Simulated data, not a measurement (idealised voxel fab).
Process module heading - voxel gate over fins
250 nm wide, 5 nm square cells: that's cross-section cut.
Each cross-section below is a grid of square cells, stated as bands in top-down order, with one or more rows of cells making up each band.
Band entry format. Leading values: height of top, height of bottom, nm. Remainder: materials in left-to-right order, each with its width in nm. Special words: "throughout" on a single material, which then fills the band edge to edge; "blank", empty space.
We count height from 0. Below that, the starting wafer is all one material. The lowest band never ends at the bottom but goes on down; see "z 0 and below" for how that is written.
The width entry "30->40" should be interpreted row by row: the top row of cells in the band takes the first number, the bottom row takes the second number, and the change between adjacent rows is uniform throughout.
"nothing altered" -> step changed no cross-section cell.
Heads up: "Closed void register" only lists the empty pockets with no open path to the top that are 8 cells or more, and it writes them as width x height at distance, distance from the left edge, in nm.
Past the settings on a step's line: simulator remark, on that step.
overlay nm: mask offset rightward from planned place, masked step; negative means leftward offset.

This section lists the process steps that were planned:
1 RECEIVE, material Si
2 CONFORMAL_DEP, material SiN, thk nm 10
3 DIRECTIONAL_DEP, material aC, thk nm 15
4 PATTERN, tone cover, mask id FINS, material resist, width nm 15, pitch nm 55, thk nm 35, overlay nm 0
5 DIRECTIONAL_ETCH, etch materials aC, depth nm 15
6 STRIP, etch materials resist
7 DIRECTIONAL_ETCH, etch materials SiN, depth nm 10
8 DIRECTIONAL_ETCH, etch materials Si, depth nm 30
9 STRIP, etch materials aC
10 OXIDIZE, depth nm 5
11 FILL_DEP, material SiO2, thk nm 10
12 CMP, height nm 10
13 DIRECTIONAL_DEP, material aC, thk nm 15
14 PATTERN, tone open, mask id RAIL, material resist, width nm 15, thk nm 30, overlay nm 0
15 DIRECTIONAL_ETCH, etch materials aC, depth nm 15
16 STRIP, etch materials resist
17 DIRECTIONAL_ETCH, etch materials SiO2, depth nm 35
18 STRIP, etch materials aC
19 CONFORMAL_DEP, material TiN, thk nm 5
20 FILL_DEP, material Ru, thk nm 5
21 CMP, height nm 10
22 SELECTIVE_ETCH, etch materials W Ru TiN, depth nm 30
23 FILL_DEP, material SiO2, thk nm 5
24 CMP, height nm 10
25 SELECTIVE_ETCH, etch materials SiO2, depth nm 20
26 STRIP, etch materials SiN
27 CONFORMAL_DEP, material HfO2, thk nm 5
28 CONFORMAL_DEP, material TiN, thk nm 5
29 FILL_DEP, material W, thk nm 15
30 CMP, height nm 20
31 CONFORMAL_DEP, material SiN, thk nm 10

Cross-section of the wafer upon arrival, representing the state reached after step 1:
    z 0 and below | Si throughout
    Closed void register: none

Sectioned view, first of two wafers, at the close of the module, processed as intended in the plan:
    z 30 to 20 | SiN throughout
    z 20 to 10 | W throughout
    z 10 to 5 | W 85, TiN 25, W 30, TiN 25, W 85
    z 5 to 0 | W 85, TiN 5, HfO2 15, TiN 5, W 30, TiN 5, HfO2 15, TiN 5, W 85
    z 0 to -5 | TiN 90, HfO2 5, Si 5, HfO2 5, TiN 40, HfO2 5, Si 5, HfO2 5, TiN 90
    z -5 to -10 | HfO2 95, Si 5, HfO2 50, Si 5, HfO2 95
    z -10 to -20 | SiO2 95, Si 5, SiO2 50, Si 5, SiO2 95
    z -20 to -25 | SiO2 95, Si 5, SiO2 15, TiN 15, SiO2 20, Si 5, SiO2 95
    z -25 to -35 | SiO2 95, Si 5, SiO2 50, Si 5, SiO2 95
    z -35 and below | Si throughout
    Closed void register: none

Wafer two, sectioned after the module: the first wafer's start, the first wafer's plan, and one mistake in how it was run:
    z 30 to 20 | SiN throughout
    z 20 to 10 | W throughout
    z 10 to 5 | W 85, aC 25, W 30, aC 25, W 85
    z 5 to 0 | W 85, aC 5, HfO2 15, aC 5, W 30, aC 5, HfO2 15, aC 5, W 85
    z 0 to -5 | aC 90, HfO2 5, Si 5, HfO2 5, aC 40, HfO2 5, Si 5, HfO2 5, aC 90
    z -5 to -10 | HfO2 95, Si 5, HfO2 50, Si 5, HfO2 95
    z -10 to -20 | SiO2 95, Si 5, SiO2 50, Si 5, SiO2 95
    z -20 to -25 | SiO2 95, Si 5, SiO2 15, TiN 15, SiO2 20, Si 5, SiO2 95
    z -25 to -35 | SiO2 95, Si 5, SiO2 50, Si 5, SiO2 95
    z -35 and below | Si throughout
    Closed void register: none
It is concluded that the wafer was processed incorrectly with respect to the plan, in that planned and actual differ for step 28; actual: CONFORMAL_DEP, material aC, thk nm 5
Looking at both finished wafers in cells, the second ends up ahead of or behind the first on some materials: -58 TiN, +58 aC
